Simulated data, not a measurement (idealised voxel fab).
Module name: voxel capacitor over wiring (process module)
The cross-section on display is named cut; it measures 145 nm wide, and its cells are 5 nm squares.
Notation: cross-section as square-cell grid; stated in bands, top first, going down; one or more cell rows per band.
Per band: top height and bottom height in nm, followed by the left-to-right materials and their widths in nm; "full width" marks a single material spanning edge to edge, "empty" marks empty space.
Convention: height 0 is the level below which the wafer, as received, is all one material. The lowest band does not terminate at the bottom but continues downward, represented as "0 and below".
Per-row width for "30->40": begins at first number (top row of band), ends at second number (bottom row), increment between rows held constant.
The designation "changes: none", where it is given for a processing step, indicates that no cell of the cross-section was altered in the course of that step.
"Closed internal voids": empty spaces of 8 cells or more with no open way to the top, each given as width x height at distance, distance from the left edge, all in nm.
Anything after a step's settings on that line? It's the simulator's own note about the step.
Each step line may optionally specify "overlay nm", which for a step with a mask gives the rightward distance between the mask's planned place and where it lay, a negative value indicating the leftward direction.

[Process steps (planned)]
- 1: RECEIVE with material Si
- 2: CONFORMAL_DEP with material SiO2, thk nm 10
- 3: CONFORMAL_DEP with material SiN, thk nm 5
- 4: DIRECTIONAL_DEP with material SiO2, thk nm 15
- 5: PATTERN with tone open, mask id METAL_1, material resist, width nm 20, pitch nm 75, thk nm 15, overlay nm 0
- 6: DIRECTIONAL_ETCH with etch materials SiO2, depth nm 15
- 7: DIRECTIONAL_ETCH with etch materials SiN, depth nm 5
- 8: STRIP with etch materials resist
- 9: CONFORMAL_DEP with material TiN, thk nm 5
- 10: FILL_DEP with material Cu, thk nm 5
- 11: CMP with height nm 30
- 12: CONFORMAL_DEP with material SiCN, thk nm 5
- 13: DIRECTIONAL_DEP with material SiO2, thk nm 20
- 14: PATTERN with tone open, mask id PLUG_1, material resist, width nm 15, thk nm 15, overlay nm 0
- 15: DIRECTIONAL_ETCH with etch materials SiO2, depth nm 20
- 16: DIRECTIONAL_ETCH with etch materials SiCN, depth nm 5
- 17: STRIP with etch materials resist
- 18: CONFORMAL_DEP with material TiN, thk nm 5
- 19: FILL_DEP with material Cu, thk nm 10
- 20: CMP with height nm 55
- 21: DIRECTIONAL_DEP with material TiN, thk nm 5
- 22: DIRECTIONAL_DEP with material SiN, thk nm 5
- 23: DIRECTIONAL_DEP with material TiN, thk nm 5
- 24: PATTERN with tone cover, mask id UPPER_PLATE, material resist, width nm 60, thk nm 15, overlay nm 0
- 25: DIRECTIONAL_ETCH with etch materials TiN, depth nm 5
- 26: DIRECTIONAL_ETCH with etch materials SiN, depth nm 5
- 27: STRIP with etch materials resist
- 28: PATTERN with tone cover, mask id LOWER_PLATE, material resist, width nm 70, thk nm 20, overlay nm 0
- 29: DIRECTIONAL_ETCH with etch materials TiN, depth nm 5
- 30: STRIP with etch materials resist
- 31: FILL_DEP with material SiO2, thk nm 20
- 32: CMP with height nm 85
- 33: PATTERN with tone open, mask id PLUG_2, material resist, width nm 15, thk nm 15, overlay nm 0
- 34: DIRECTIONAL_ETCH with etch materials SiO2, depth nm 15
- 35: STRIP with etch materials resist
- 36: CONFORMAL_DEP with material TiN, thk nm 5
- 37: FILL_DEP with material Ru, thk nm 10
- 38: CMP with height nm 85
- 39: CONFORMAL_DEP with material SiN, thk nm 5

[As-received wafer cross-section (after step 1)]
> 0 and below | Si full width
> Closed internal voids: none

[Run as planned - first of the two wafers cross-sectioned at the end of the module]
> 90 down to 85 | SiN full width
> 85 down to 75 | SiO2 40 / TiN 5 / Ru 5 / TiN 5 / SiO2 90
> 75 down to 65 | SiO2 40->30 / TiN 15->60 / SiO2 90->55
> 65 down to 60 | SiO2 30 / SiN 60 / SiO2 55
> 60 down to 55 | SiO2 25 / TiN 70 / SiO2 50
> 55 down to 35 | SiO2 30 / TiN 5 / Cu 5 / TiN 5 / SiO2 100
> 35 down to 30 | SiCN 30 / TiN 15 / SiCN 100
> 30 down to 15 | SiO2 25 / TiN 5 / Cu 10 / TiN 5 / SiO2 55 / TiN 5 / Cu 10 / TiN 5 / SiO2 25
> 15 down to 10 | SiN 25 / TiN 20 / SiN 55 / TiN 20 / SiN 25
> 10 down to 0 | SiO2 full width
> 0 and below | Si full width
> Closed internal voids: none

[Cross-sectional view: second of two wafers, end of module; start and plan identical to the first, one mistake in running]
> 90 down to 85 | SiN full width
> 85 down to 75 | SiO2 40 / TiN 5 / Ru 5 / TiN 5 / SiO2 90
> 75 down to 65 | SiO2 40->30 / TiN 15->60 / SiO2 90->55
> 65 down to 60 | SiO2 30 / SiN 60 / SiO2 55
> 60 down to 55 | SiO2 25 / TiN 70 / SiO2 50
> 55 down to 50 | SiCN 30 / TiN 15 / SiCN 100
> 50 down to 30 | SiO2 full width
> 30 down to 15 | SiO2 25 / TiN 5 / Cu 10 / TiN 5 / SiO2 55 / TiN 5 / Cu 10 / TiN 5 / SiO2 25
> 15 down to 10 | SiN 25 / TiN 20 / SiN 55 / TiN 20 / SiN 25
> 10 down to 0 | SiO2 full width
> 0 and below | Si full width
> Closed internal voids: none
So what did we get wrong on this run? the run placed steps 12 and 13 each in the position the plan gave to the other
Wrapping up, a cell-based count of both wafers puts the second over or under the first for these materials: -4 Cu; +12 SiO2; -8 TiN
